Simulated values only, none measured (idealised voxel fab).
The name of this process module is voxel transistor to metal.
We display cut, a cross-section 285 nm in width whose square cells are each 5 nm.
We lay out every cross-section as a grid of square cells and spell it out in bands from the top down, where one band means one or more rows of cells. Within each band entry, the heights of the top and of the bottom of the band appear first, in that order and in nm; the materials of the band then follow from left to right, each with its corresponding width in nm. The designation "all across" on a single material indicates that it fills the band from edge to edge; the designation "blank" indicates empty space. Heights are measured from 0, the level below which the as-received wafer is all one material; the lowest band has no bottom and continues downward, written as in "0 down". With a width like "30 to 40", each row of cells in the band differs from the next by the same amount, the top row carrying the first number and the bottom row the second. A step reported as "nothing was modified" is a step in which no cell of the cross-section changed. For the entry "Voids, enclosed", the listed items are empty spaces with no open way to the top whose size is 8 cells or more; each item follows the pattern width x height at distance, where distance is from the left edge and all three are in nm. Formally, on a step line, whatever follows the settings is a remark that the simulator itself makes on the step. Steps that use a mask can have "overlay nm" on their line. It says how far the mask sat to the right of where it was meant to be. Negative means to the left.
This section lists the process steps that were planned:
1: RECEIVE with material Si
2: OXIDIZE with depth nm 5
3: CONFORMAL_DEP with material SiN, thk nm 10
4: PATTERN with tone cover, mask id ACTIVE, material resist, width nm 115, pitch nm 135, thk nm 15, overlay nm 0
5: DIRECTIONAL_ETCH with etch materials SiN, depth nm 10
6: DIRECTIONAL_ETCH with etch materials SiO2, depth nm 5
7: DIRECTIONAL_ETCH with etch materials Si, depth nm 20
8: STRIP with etch materials resist
9: FILL_DEP with material SiO2, thk nm 15
10: CMP with height nm 10
11: SELECTIVE_ETCH with etch materials SiO2, depth nm 10
12: STRIP with etch materials SiN
13: SELECTIVE_ETCH with etch materials SiO2, depth nm 5
14: OXIDIZE with depth nm 5
15: DIRECTIONAL_DEP with material polySi, thk nm 25
16: DIRECTIONAL_DEP with material SiCN, thk nm 10
17: MASKED_ETCH with tone cover, mask id GATE, width nm 15, pitch nm 135, etch materials SiCN, depth nm 20, overlay nm 0
18: MASKED_ETCH with tone cover, mask id GATE, width nm 15, pitch nm 135, etch materials polySi, depth nm 35, overlay nm 0
19: CONFORMAL_DEP with material SiN, thk nm 5
20: DIRECTIONAL_ETCH with etch materials SiN, depth nm 5
21: DIRECTIONAL_ETCH with etch materials SiO2, depth nm 5
22: EPI with material nSi, thk nm 5
23: FILL_DEP with material SiO2, thk nm 5
24: CMP with height nm 30
25: DIRECTIONAL_DEP with material SiO2, thk nm 15
26: MASKED_ETCH with tone open, mask id CONTACT, width nm 20, etch materials SiO2, depth nm 50, overlay nm 0
27: CONFORMAL_DEP with material TiN, thk nm 5
28: FILL_DEP with material W, thk nm 5
29: CMP with height nm 45
30: CONFORMAL_DEP with material SiCN, thk nm 5
31: DIRECTIONAL_DEP with material SiO2, thk nm 25
32: PATTERN with tone open, mask id METAL_1, material resist, width nm 20, thk nm 20, overlay nm 0
33: DIRECTIONAL_ETCH with etch materials SiO2, depth nm 25
34: DIRECTIONAL_ETCH with etch materials SiCN, depth nm 5
35: STRIP with etch materials resist
36: CONFORMAL_DEP with material TiN, thk nm 5
37: FILL_DEP with material Cu, thk nm 10
38: CMP with height nm 75
39: CONFORMAL_DEP with material SiCN, thk nm 5
Cross-section of the wafer as it came to us, i.e., already through step 1:
	0 down  Si all across
	Voids, enclosed: none
End-of-module XS, first of two wafers, run as planned:
	80 to 75  SiCN all across
	75 to 50  SiO2: 25, TiN: 5, Cu: 10, TiN: 5, SiO2: 55, TiN: 5, Cu: 10, TiN: 5, SiO2: 40, TiN: 5, Cu: 10, TiN: 5, SiO2: 55, TiN: 5, Cu: 10, TiN: 5, SiO2: 30
	50 to 45  SiCN: 25, TiN: 20, SiCN: 55, TiN: 20, SiCN: 40, TiN: 20, SiCN: 55, TiN: 20, SiCN: 30
	45 to 30  SiO2: 25, TiN: 5, W: 10, TiN: 5, SiO2: 55, TiN: 5, W: 10, TiN: 5, SiO2: 40, TiN: 5, W: 10, TiN: 5, SiO2: 55, TiN: 5, W: 10, TiN: 5, SiO2: 30
	30 to 20  SiO2: 25, TiN: 5, W: 10, TiN: 5, SiO2: 15, SiN: 5, SiCN: 15, SiN: 5, SiO2: 15, TiN: 5, W: 10, TiN: 5, SiO2: 40, TiN: 5, W: 10, TiN: 5, SiO2: 15, SiN: 5, SiCN: 15, SiN: 5, SiO2: 15, TiN: 5, W: 10, TiN: 5, SiO2: 30
	20 to 0  SiO2: 25, TiN: 5, W: 10, TiN: 5, SiO2: 15, SiN: 5, polySi: 15, SiN: 5, SiO2: 15, TiN: 5, W: 10, TiN: 5, SiO2: 40, TiN: 5, W: 10, TiN: 5, SiO2: 15, SiN: 5, polySi: 15, SiN: 5, SiO2: 15, TiN: 5, W: 10, TiN: 5, SiO2: 30
	0 to -5  SiO2: 25, TiN: 20, SiO2: 15, SiN: 5, polySi: 15, SiN: 5, SiO2: 15, TiN: 20, SiO2: 40, TiN: 20, SiO2: 15, SiN: 5, polySi: 15, SiN: 5, SiO2: 15, TiN: 20, SiO2: 30
	-5 to -10  SiO2: 10, nSi: 50, SiO2: 25, nSi: 50, SiO2: 10, nSi: 50, SiO2: 25, nSi: 50, SiO2: 15
	-10 to -25  SiO2: 15, Si: 115, SiO2: 20, Si: 115, SiO2: 20
	-25 down  Si all across
	Voids, enclosed: none
Cross-sectional view of the second of two wafers upon completion of the module. This wafer shared its starting condition and process plan with the first; one error was made during its execution:
	80 to 75  SiCN all across
	75 to 50  SiO2: 25, TiN: 5, Cu: 10, TiN: 5, SiO2: 55, TiN: 5, Cu: 10, TiN: 5, SiO2: 40, TiN: 5, Cu: 10, TiN: 5, SiO2: 55, TiN: 5, Cu: 10, TiN: 5, SiO2: 30
	50 to 45  SiCN: 25, TiN: 20, SiCN: 55, TiN: 20, SiCN: 40, TiN: 20, SiCN: 55, TiN: 20, SiCN: 30
	45 to 30  SiO2: 25, TiN: 5, W: 10, TiN: 5, SiO2: 55, TiN: 5, W: 10, TiN: 5, SiO2: 40, TiN: 5, W: 10, TiN: 5, SiO2: 55, TiN: 5, W: 10, TiN: 5, SiO2: 30
	30 to 20  SiO2: 25, TiN: 5, W: 10, TiN: 5, SiO2: 15, SiN: 5, SiCN: 20, SiN: 5, SiO2: 10, TiN: 5, W: 10, TiN: 5, SiO2: 40, TiN: 5, W: 10, TiN: 5, SiO2: 15, SiN: 5, SiCN: 20, SiN: 5, SiO2: 10, TiN: 5, W: 10, TiN: 5, SiO2: 30
	20 to 0  SiO2: 25, TiN: 5, W: 10, TiN: 5, SiO2: 15, SiN: 5, polySi: 20, SiN: 5, SiO2: 10, TiN: 5, W: 10, TiN: 5, SiO2: 40, TiN: 5, W: 10, TiN: 5, SiO2: 15, SiN: 5, polySi: 20, SiN: 5, SiO2: 10, TiN: 5, W: 10, TiN: 5, SiO2: 30
	0 to -5  SiO2: 25, TiN: 20, SiO2: 15, SiN: 5, polySi: 20, SiN: 5, SiO2: 10, TiN: 20, SiO2: 40, TiN: 20, SiO2: 15, SiN: 5, polySi: 20, SiN: 5, SiO2: 10, TiN: 20, SiO2: 30
	-5 to -10  SiO2: 10, nSi: 50, SiO2: 30, nSi: 45, SiO2: 10, nSi: 50, SiO2: 30, nSi: 45, SiO2: 15
	-10 to -25  SiO2: 15, Si: 115, SiO2: 20, Si: 115, SiO2: 20
	-25 down  Si all across
	Voids, enclosed: none
Finding, execution versus plan: heads up, step 17 didn't go per plan, it actually ran as MASKED_ETCH with tone cover, mask id GATE, width nm 20, pitch nm 135, etch materials SiCN, depth nm 20, overlay nm 0
End of process, cell counts, second wafer against first, materials with more or fewer: SiCN +4; SiO2 -12; nSi -2; polySi +10
